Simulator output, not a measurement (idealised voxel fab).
The following process module bears the name voxel wiring stack.
Section cut is 225 nm wide and gridded with 5 nm square cells.
This document writes a cross-section as a grid whose cells are square, and gives it as bands, listed from the top down; one or more rows of cells form a band.
Within each band entry, the heights of the top and of the bottom of the band appear first, in that order and in nm; the materials of the band then follow from left to right, each with its corresponding width in nm. The designation "everywhere" on a single material indicates that it fills the band from edge to edge; the designation "air" indicates empty space.
It should be noted that heights are counted from 0, beneath which the wafer as supplied is of one material throughout, and that the lowest band possesses no lower boundary but continues downward, as written in "z 0 and below".
Read "30 to 40" as a graded width: first number on top, second number at the bottom, same change between each pair of neighbouring rows.
A step reported as "no modifications" is a step in which no cell of the cross-section changed.
In "Closed cavities" the enclosed voids are listed, meaning empty spaces of 8 cells or larger without any opening to the top. The form is width x height at distance, distance from the left edge, units nm.
On a step's line, text after the settings is the simulator commenting on that step.
The line of a step may include "overlay nm". On a step with a mask, this value is how far to the right of its planned place the mask lay. A negative value means the mask lay to the left.
## The planned process steps are enumerated hereunder
1) RECEIVE | material Si
2) CONFORMAL_DEP | material SiO2 | thk nm 15
3) DIRECTIONAL_DEP | material TiN | thk nm 5
4) DIRECTIONAL_DEP | material Ru | thk nm 25
5) PATTERN | tone cover | mask id METAL_1 | material resist | width nm 25 | pitch nm 40 | thk nm 20 | overlay nm 0
6) DIRECTIONAL_ETCH | etch materials Ru | depth nm 25
7) DIRECTIONAL_ETCH | etch materials TiN | depth nm 5
8) STRIP | etch materials resist
9) FILL_DEP | material SiO2 | thk nm 5
10) CMP | height nm 45
11) CONFORMAL_DEP | material SiCN | thk nm 5
12) DIRECTIONAL_DEP | material SiO2 | thk nm 30
13) PATTERN | tone open | mask id METAL_2_HOLES | material resist | width nm 15 | pitch nm 40 | thk nm 15 | overlay nm 0
14) DIRECTIONAL_ETCH | etch materials SiO2 | depth nm 30
15) STRIP | etch materials resist
16) DIRECTIONAL_DEP | material aC | thk nm 15
17) PATTERN | tone open | mask id METAL_2 | material resist | width nm 25 | pitch nm 40 | thk nm 35 | overlay nm 0
18) DIRECTIONAL_ETCH | etch materials aC | depth nm 15
19) STRIP | etch materials resist
20) DIRECTIONAL_ETCH | etch materials SiO2 | depth nm 20
21) DIRECTIONAL_ETCH | etch materials SiCN | depth nm 5
22) STRIP | etch materials aC
23) CONFORMAL_DEP | material TiN | thk nm 5
24) FILL_DEP | material Ru | thk nm 10
25) CMP | height nm 80
26) CONFORMAL_DEP | material SiCN | thk nm 5
27) DIRECTIONAL_DEP | material SiO2 | thk nm 35
28) MASKED_ETCH | tone open | mask id METAL_3_HOLES | width nm 15 | etch materials SiO2 | depth nm 35 | overlay nm 0
29) DIRECTIONAL_DEP | material aC | thk nm 10
30) PATTERN | tone open | mask id METAL_3 | material resist | width nm 25 | pitch nm 40 | thk nm 25 | overlay nm 0
31) DIRECTIONAL_ETCH | etch materials aC | depth nm 10
32) STRIP | etch materials resist
33) DIRECTIONAL_ETCH | etch materials SiO2 | depth nm 20
34) DIRECTIONAL_ETCH | etch materials SiCN | depth nm 5
35) STRIP | etch materials aC
36) CONFORMAL_DEP | material TiN | thk nm 5
37) FILL_DEP | material Cu | thk nm 10
38) CMP | height nm 120
39) CONFORMAL_DEP | material SiCN | thk nm 5
40) DIRECTIONAL_DEP | material SiO2 | thk nm 25
41) PATTERN | tone open | mask id METAL_4_HOLES | material resist | width nm 15 | thk nm 15 | overlay nm 0
42) DIRECTIONAL_ETCH | etch materials SiO2 | depth nm 25
43) STRIP | etch materials resist
44) MASKED_ETCH | tone open | mask id METAL_4 | width nm 25 | pitch nm 40 | etch materials SiO2 | depth nm 15 | overlay nm 0
45) MASKED_ETCH | tone open | mask id METAL_4 | width nm 25 | pitch nm 40 | etch materials SiCN | depth nm 5 | overlay nm 0
46) CONFORMAL_DEP | material TiN | thk nm 5
47) FILL_DEP | material Ru | thk nm 10
48) CMP | height nm 150
49) CONFORMAL_DEP | material SiN | thk nm 5
## As-received state of the wafer in cross-section, equivalent to post-step 1
z 0 and below  Si everywhere
Closed cavities: none
## This is how the wafer looks in cross-section once the module is done, given the starting state and plan above and one mistake in carrying the plan out
z 155 to 150  SiN everywhere
z 150 to 140  SiO2=80, then TiN=5, then Ru=5, then TiN=5, then SiO2=130
z 140 to 135  SiO2=80, then TiN=15, then SiO2=130
z 135 to 125  SiO2 everywhere
z 125 to 120  SiCN everywhere
z 120 to 105  SiO2=80, then TiN=5, then Cu=15, then TiN=5, then SiO2=15, then TiN=5, then Cu=15, then TiN=5, then SiO2=80
z 105 to 100  SiO2=80, then TiN=5, then Cu=5, then TiN=15, then SiO2=15, then TiN=25, then SiO2=80
z 100 to 85  SiO2=80, then TiN=5, then Cu=5, then TiN=5, then SiO2=130
z 85 to 80  SiCN=80, then TiN=15, then SiCN=130
z 80 to 65  SiO2=80, then TiN=5, then Ru=15, then TiN=5, then SiO2=15, then TiN=5, then Ru=15, then TiN=5, then SiO2=80
z 65 to 60  SiO2=80, then TiN=5, then Ru=5, then TiN=15, then SiO2=15, then TiN=5, then Ru=5, then TiN=15, then SiO2=80
z 60 to 50  SiO2=80, then TiN=5, then Ru=5, then TiN=5, then SiO2=25, then TiN=5, then Ru=5, then TiN=5, then SiO2=90
z 50 to 45  SiCN=80, then TiN=15, then SiCN=25, then TiN=15, then SiCN=90
z 45 to 20  SiO2=80, then Ru=25, then SiO2=15, then Ru=25, then SiO2=80
z 20 to 15  SiO2=80, then TiN=25, then SiO2=15, then TiN=25, then SiO2=80
z 15 to 0  SiO2 everywhere
z 0 and below  Si everywhere
Closed cavities: none
Plan not followed: step 40 of the plan was performed twice
